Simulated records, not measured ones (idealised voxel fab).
process module | voxel air gaps
cross-section cut | 235 nm wide | cells 5 nm
A cross-section is a grid of square cells, given in bands from the top down. A band is one or more rows of cells.
Each band's line starts with the height of the band's top and of its bottom, in nm. Then come its materials from left to right, each with its width in nm. One material with "throughout" fills the band from edge to edge. "air" is empty space.
Height 0 is the level under which the wafer as received is all one material. The lowest band goes on downwards, as in "0 down".
A width such as "30 to 40" changes by the same amount from each row of cells to the next, from the band's top row to its bottom row.
"no change" after a step means that no cell of the cross-section changed.
closed voids: empty space of 8 cells or more with no open way to the top, each as width x height at its distance from the left edge, in nm
after a step's settings: what the simulator itself notes on the step
overlay nm, on a step with a mask: how far to the right of its planned place the mask lay; to the left if negative
plan
1 op RECEIVE | material Si
2 op CONFORMAL_DEP | material SiO2 | thk nm 15
3 op CONFORMAL_DEP | material SiN | thk nm 5
4 op DIRECTIONAL_DEP | material lowk | thk nm 35
5 op DIRECTIONAL_DEP | material aC | thk nm 15
6 op PATTERN | tone open | mask id LINES | material resist | width nm 25 | pitch nm 50 | thk nm 30 | overlay nm 0
7 op DIRECTIONAL_ETCH | etch materials aC | depth nm 15
8 op STRIP | etch materials resist
9 op DIRECTIONAL_ETCH | etch materials lowk | depth nm 35
10 op STRIP | etch materials aC
11 op CONFORMAL_DEP | material TiN | thk nm 5
12 op FILL_DEP | material Cu | thk nm 10
13 op CMP | height nm 55
14 op EPI | material Ru | thk nm 10
15 op SELECTIVE_ETCH | etch materials lowk | depth nm 45
16 op CONFORMAL_DEP | material SiCN | thk nm 5
first wafer, as planned
as received, after step 1
  0 down: Si throughout
  closed voids: none
after step 2
  15 to 0: SiO2 throughout
  below 0: unchanged
after step 3
  20 to 15: SiN throughout
  below 15: unchanged
after step 4
  55 to 20: lowk throughout
  below 20: unchanged
after step 5
  70 to 55: aC throughout
  below 55: unchanged
after step 6
  100 to 70: resist 55 | air 25 | resist 25 | air 25 | resist 25 | air 25 | resist 55
  below 70: unchanged
after step 7
  85 to 70: resist 55 | air 25 | resist 25 | air 25 | resist 25 | air 25 | resist 55
  70 to 55: aC 55 | air 25 | aC 25 | air 25 | aC 25 | air 25 | aC 55
  below 55: unchanged
after step 8
  70 to 55: aC 55 | air 25 | aC 25 | air 25 | aC 25 | air 25 | aC 55
  below 55: unchanged
after step 9
  70 to 55: aC 55 | air 25 | aC 25 | air 25 | aC 25 | air 25 | aC 55
  55 to 20: lowk 55 | air 25 | lowk 25 | air 25 | lowk 25 | air 25 | lowk 55
  below 20: unchanged
after step 10
  55 to 20: lowk 55 | air 25 | lowk 25 | air 25 | lowk 25 | air 25 | lowk 55
  below 20: unchanged
after step 11
  60 to 55: TiN 60 | air 15 | TiN 35 | air 15 | TiN 35 | air 15 | TiN 60
  55 to 25: lowk 55 | TiN 5 | air 15 | TiN 5 | lowk 25 | TiN 5 | air 15 | TiN 5 | lowk 25 | TiN 5 | air 15 | TiN 5 | lowk 55
  25 to 20: lowk 55 | TiN 25 | lowk 25 | TiN 25 | lowk 25 | TiN 25 | lowk 55
  below 20: unchanged
after step 12
  70 to 60: Cu throughout
  60 to 55: TiN 60 | Cu 15 | TiN 35 | Cu 15 | TiN 35 | Cu 15 | TiN 60
  55 to 25: lowk 55 | TiN 5 | Cu 15 | TiN 5 | lowk 25 | TiN 5 | Cu 15 | TiN 5 | lowk 25 | TiN 5 | Cu 15 | TiN 5 | lowk 55
  below 25: unchanged
after step 13
  55 to 25: lowk 55 | TiN 5 | Cu 15 | TiN 5 | lowk 25 | TiN 5 | Cu 15 | TiN 5 | lowk 25 | TiN 5 | Cu 15 | TiN 5 | lowk 55
  below 25: unchanged
after step 14
  65 to 55: air 45 | Ru 45 | air 5 | Ru 45 | air 5 | Ru 45 | air 45
  below 55: unchanged
after step 15
  65 to 55: air 45 | Ru 45 | air 5 | Ru 45 | air 5 | Ru 45 | air 45
  55 to 25: air 55 | TiN 5 | Cu 15 | TiN 5 | air 25 | TiN 5 | Cu 15 | TiN 5 | air 25 | TiN 5 | Cu 15 | TiN 5 | air 55
  25 to 20: air 55 | TiN 25 | air 25 | TiN 25 | air 25 | TiN 25 | air 55
  below 20: unchanged
after step 16
  70 to 65: air 40 | SiCN 155 | air 40
  65 to 55: air 40 | SiCN 5 | Ru 45 | SiCN 5 | Ru 45 | SiCN 5 | Ru 45 | SiCN 5 | air 40
  55 to 50: air 40 | SiCN 15 | TiN 5 | Cu 15 | TiN 5 | SiCN 25 | TiN 5 | Cu 15 | TiN 5 | SiCN 25 | TiN 5 | Cu 15 | TiN 5 | SiCN 15 | air 40
  50 to 25: air 50 | SiCN 5 | TiN 5 | Cu 15 | TiN 5 | SiCN 5 | air 15 | SiCN 5 | TiN 5 | Cu 15 | TiN 5 | SiCN 5 | air 15 | SiCN 5 | TiN 5 | Cu 15 | TiN 5 | SiCN 5 | air 50
  25 to 20: SiCN 55 | TiN 25 | SiCN 25 | TiN 25 | SiCN 25 | TiN 25 | SiCN 55
  below 20: unchanged
  closed voids: 15 x 25 at 85; 15 x 25 at 135
second wafer: like start, like plan, one mistake. Through step 10 it matches the first wafer
when step 11 should have ended
  60 to 55: SiO2 60 | air 15 | SiO2 35 | air 15 | SiO2 35 | air 15 | SiO2 60
  55 to 25: lowk 55 | SiO2 5 | air 15 | SiO2 5 | lowk 25 | SiO2 5 | air 15 | SiO2 5 | lowk 25 | SiO2 5 | air 15 | SiO2 5 | lowk 55
  25 to 20: lowk 55 | SiO2 25 | lowk 25 | SiO2 25 | lowk 25 | SiO2 25 | lowk 55
  below 20: unchanged
when step 12 should have ended
  70 to 60: Cu throughout
  60 to 55: SiO2 60 | Cu 15 | SiO2 35 | Cu 15 | SiO2 35 | Cu 15 | SiO2 60
  55 to 25: lowk 55 | SiO2 5 | Cu 15 | SiO2 5 | lowk 25 | SiO2 5 | Cu 15 | SiO2 5 | lowk 25 | SiO2 5 | Cu 15 | SiO2 5 | lowk 55
  below 25: unchanged
when step 13 should have ended
  55 to 25: lowk 55 | SiO2 5 | Cu 15 | SiO2 5 | lowk 25 | SiO2 5 | Cu 15 | SiO2 5 | lowk 25 | SiO2 5 | Cu 15 | SiO2 5 | lowk 55
  below 25: unchanged
when step 14 should have ended
  65 to 55: air 50 | Ru 35 | air 15 | Ru 35 | air 15 | Ru 35 | air 50
  below 55: unchanged
when step 15 should have ended
  65 to 55: air 50 | Ru 35 | air 15 | Ru 35 | air 15 | Ru 35 | air 50
  55 to 25: air 55 | SiO2 5 | Cu 15 | SiO2 5 | air 25 | SiO2 5 | Cu 15 | SiO2 5 | air 25 | SiO2 5 | Cu 15 | SiO2 5 | air 55
  25 to 20: air 55 | SiO2 25 | air 25 | SiO2 25 | air 25 | SiO2 25 | air 55
  below 20: unchanged
when step 16 should have ended
  70 to 65: air 45 | SiCN 45 | air 5 | SiCN 45 | air 5 | SiCN 45 | air 45
  65 to 55: air 45 | SiCN 5 | Ru 35 | SiCN 5 | air 5 | SiCN 5 | Ru 35 | SiCN 5 | air 5 | SiCN 5 | Ru 35 | SiCN 5 | air 45
  55 to 50: air 45 | SiCN 10 | SiO2 5 | Cu 15 | SiO2 5 | SiCN 10 | air 5 | SiCN 10 | SiO2 5 | Cu 15 | SiO2 5 | SiCN 10 | air 5 | SiCN 10 | SiO2 5 | Cu 15 | SiO2 5 | SiCN 10 | air 45
  50 to 25: air 50 | SiCN 5 | SiO2 5 | Cu 15 | SiO2 5 | SiCN 5 | air 15 | SiCN 5 | SiO2 5 | Cu 15 | SiO2 5 | SiCN 5 | air 15 | SiCN 5 | SiO2 5 | Cu 15 | SiO2 5 | SiCN 5 | air 50
  25 to 20: SiCN 55 | SiO2 25 | SiCN 25 | SiO2 25 | SiCN 25 | SiO2 25 | SiCN 55
  below 20: unchanged
what went wrong: step 11 ran as: op CONFORMAL_DEP | material SiO2 | thk nm 5
at the end the second wafer has, in cells: 12 fewer of Ru | 4 fewer of SiCN | 51 more of SiO2 | 51 fewer of TiN
closed voids at the end (first wafer, second wafer): 2, 0
